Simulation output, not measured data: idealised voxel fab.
Proc. module: voxel gate over fins
The figure presents cross-section cut, which has a width of 210 nm and is divided into square cells with an edge length of 5 nm.
A cross-section in this document is a grid of square cells, and it is written down as bands, the top band listed before the ones below it; a band is made up of one or more rows of cells. Band entry format. Leading values: height of top, height of bottom, nm. Remainder: materials in left-to-right order, each with its width in nm. Special words: "everywhere" on a single material, which then fills the band edge to edge; "empty", empty space. Heights are measured from 0, the level below which the as-received wafer is all one material; the lowest band has no bottom and continues downward, written as in "top 0, no bottom". Read "30 to 40" as a graded width: first number on top, second number at the bottom, same change between each pair of neighbouring rows. Where a step carries "nothing altered", the cross-section came out of it unchanged, cell for cell. "Closed void catalog": empty spaces of 8 cells or more with no open way to the top, each given as width x height at distance, distance from the left edge, all in nm. On each step's line, the part that comes after the settings is the simulator's own comment on the step. For masked steps, "overlay nm" on the step line gives how far right of plan the mask actually lay; a minus sign means it lay to the left.

The steps planned for the process are as follows:
- 1: RECEIVE (material Si)
- 2: CONFORMAL_DEP (material SiN; thk nm 5)
- 3: DIRECTIONAL_DEP (material aC; thk nm 10)
- 4: PATTERN (tone cover; mask id FINS; material resist; width nm 15; pitch nm 60; thk nm 25; overlay nm 0)
- 5: DIRECTIONAL_ETCH (etch materials aC; depth nm 10)
- 6: STRIP (etch materials resist)
- 7: DIRECTIONAL_ETCH (etch materials SiN; depth nm 5)
- 8: DIRECTIONAL_ETCH (etch materials Si; depth nm 35)
- 9: STRIP (etch materials aC)
- 10: FILL_DEP (material SiO2; thk nm 5)
- 11: CMP (height nm 5)
- 12: DIRECTIONAL_DEP (material aC; thk nm 10)
- 13: PATTERN (tone open; mask id RAIL; material resist; width nm 15; thk nm 25; overlay nm 0)
- 14: DIRECTIONAL_ETCH (etch materials aC; depth nm 10)
- 15: STRIP (etch materials resist)
- 16: DIRECTIONAL_ETCH (etch materials SiO2; depth nm 35)
- 17: STRIP (etch materials aC)
- 18: CONFORMAL_DEP (material TiN; thk nm 5)
- 19: FILL_DEP (material Ru; thk nm 5)
- 20: CMP (height nm 5)
- 21: SELECTIVE_ETCH (etch materials W Ru TiN; depth nm 20)
- 22: FILL_DEP (material SiO2; thk nm 5)
- 23: CMP (height nm 5)
- 24: SELECTIVE_ETCH (etch materials SiO2; depth nm 15)
- 25: STRIP (etch materials SiN)
- 26: CONFORMAL_DEP (material HfO2; thk nm 5)
- 27: CONFORMAL_DEP (material TiN; thk nm 5)
- 28: FILL_DEP (material W; thk nm 10)
- 29: CMP (height nm 15)
- 30: CONFORMAL_DEP (material SiN; thk nm 10)

Here's what the wafer looked like in cross-section when it arrived - that's after step 1:
	top 0, no bottom = Si everywhere
	Closed void catalog: none

Starting structure and process plan are as shown above, but one mistake was made in running the module; the wafer cross-section at the end of the module follows:
	top 25, bottom 15 = SiN everywhere
	top 15, bottom 10 = W everywhere
	top 10, bottom 5 = 55 W | 35 TiN | 25 W | 35 TiN | 60 W
	top 5, bottom 0 = 55 W | 5 TiN | 25 HfO2 | 5 TiN | 25 W | 5 TiN | 25 HfO2 | 5 TiN | 60 W
	top 0, bottom -5 = 60 TiN | 5 HfO2 | 15 Si | 5 HfO2 | 35 TiN | 5 HfO2 | 15 Si | 5 HfO2 | 65 TiN
	top -5, bottom -10 = 65 HfO2 | 15 Si | 45 HfO2 | 15 Si | 70 HfO2
	top -10, bottom -15 = 65 SiO2 | 15 Si | 45 SiO2 | 15 Si | 70 SiO2
	top -15, bottom -25 = 65 SiO2 | 15 Si | 15 SiO2 | 5 TiN | 5 Ru | 5 TiN | 15 SiO2 | 15 Si | 70 SiO2
	top -25, bottom -30 = 65 SiO2 | 15 Si | 15 SiO2 | 15 TiN | 15 SiO2 | 15 Si | 70 SiO2
	top -30, bottom -70 = 65 SiO2 | 15 Si | 45 SiO2 | 15 Si | 70 SiO2
	top -70, no bottom = Si everywhere
	Closed void catalog: none
Which mistake was made when the wafer was run? step 8 of the plan was performed twice
